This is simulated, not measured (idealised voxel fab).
Process module in this document: voxel self aligned contacts
Pictured: cross-section cut, 270 nm wide, on a grid of 5 nm square cells.
A cross-section is a grid of square cells, given in bands from the top down. A band is one or more rows of cells.
What a band's entry tells you: where the top is and where the bottom is, as heights in nm, and after that what lies inside, material by material from left to right, each with its width in nm. Empty space is written as the word "empty", and a single material marked with the word "full width" occupies the band from edge to edge.
Height 0 is the level under which the wafer as received is all one material. The lowest band goes on downwards, as in "0 nm and below".
The width entry "30->40" should be interpreted row by row: the top row of cells in the band takes the first number, the bottom row takes the second number, and the change between adjacent rows is uniform throughout.
No cell of the cross-section changed in a step that is given as "changes: none".
"Unvented voids" specifies each empty space that is not open to the top and that occupies no fewer than 8 cells, using the form width x height at distance, the distance measured from the left edge and all three quantities in nm.
That trailing text on a step's line, after the settings, is the simulator's own remark on the step.
When a step includes a mask, the "overlay nm" setting on its line states how far to the right of its planned place that mask lay, and negative values state how far to the left.
**Steps planned for the process**
- 1: op RECEIVE | material Si
- 2: op CONFORMAL_DEP | material SiO2 | thk nm 5
- 3: op DIRECTIONAL_DEP | material polySi | thk nm 25
- 4: op DIRECTIONAL_DEP | material SiN | thk nm 25
- 5: op DIRECTIONAL_DEP | material aC | thk nm 10
- 6: op PATTERN | tone cover | mask id GATE | material resist | width nm 30 | pitch nm 75 | thk nm 25 | overlay nm 0
- 7: op DIRECTIONAL_ETCH | etch materials aC | depth nm 10
- 8: op STRIP | etch materials resist
- 9: op DIRECTIONAL_ETCH | etch materials SiN | depth nm 25
- 10: op DIRECTIONAL_ETCH | etch materials polySi | depth nm 25
- 11: op STRIP | etch materials aC
- 12: op CONFORMAL_DEP | material SiN | thk nm 10
- 13: op DIRECTIONAL_ETCH | etch materials SiN | depth nm 10
- 14: op FILL_DEP | material SiO2 | thk nm 10
- 15: op CMP | height nm 60
- 16: op DIRECTIONAL_DEP | material aC | thk nm 10
- 17: op PATTERN | tone open | mask id CONTACT | material resist | width nm 55 | thk nm 30 | overlay nm 0
- 18: op DIRECTIONAL_ETCH | etch materials aC | depth nm 10
- 19: op STRIP | etch materials resist
- 20: op DIRECTIONAL_ETCH | etch materials SiO2 | depth nm 60
- 21: op STRIP | etch materials aC
- 22: op CONFORMAL_DEP | material TiN | thk nm 5
- 23: op FILL_DEP | material W | thk nm 5
- 24: op CMP | height nm 60
- 25: op CONFORMAL_DEP | material SiCN | thk nm 5
**Wafer at receipt (post step 1), cross-section**
    0 nm and below = Si full width
    Unvented voids: none
**Here's the wafer cut in cross-section after the module, started and planned just like above, except one thing was done wrong in the run**
    65 nm to 60 nm = SiCN full width
    60 nm to 55 nm = SiO2=105  TiN=55  SiO2=110
    55 nm to 30 nm = SiN=90  SiO2=10  SiN=65  SiO2=10  SiN=95
    30 nm to 5 nm = polySi=80  SiN=10  SiO2=10  SiN=10  polySi=45  SiN=10  SiO2=10  SiN=10  polySi=85
    5 nm to 0 nm = SiO2 full width
    0 nm and below = Si full width
    Unvented voids: none
It is concluded that the wafer was processed incorrectly with respect to the plan, in that it should be noted that step 6 was executed with settings other than those planned, the operation and settings actually applied being op PATTERN | tone open | mask id GATE | material resist | width nm 30 | pitch nm 75 | thk nm 25 | overlay nm 0
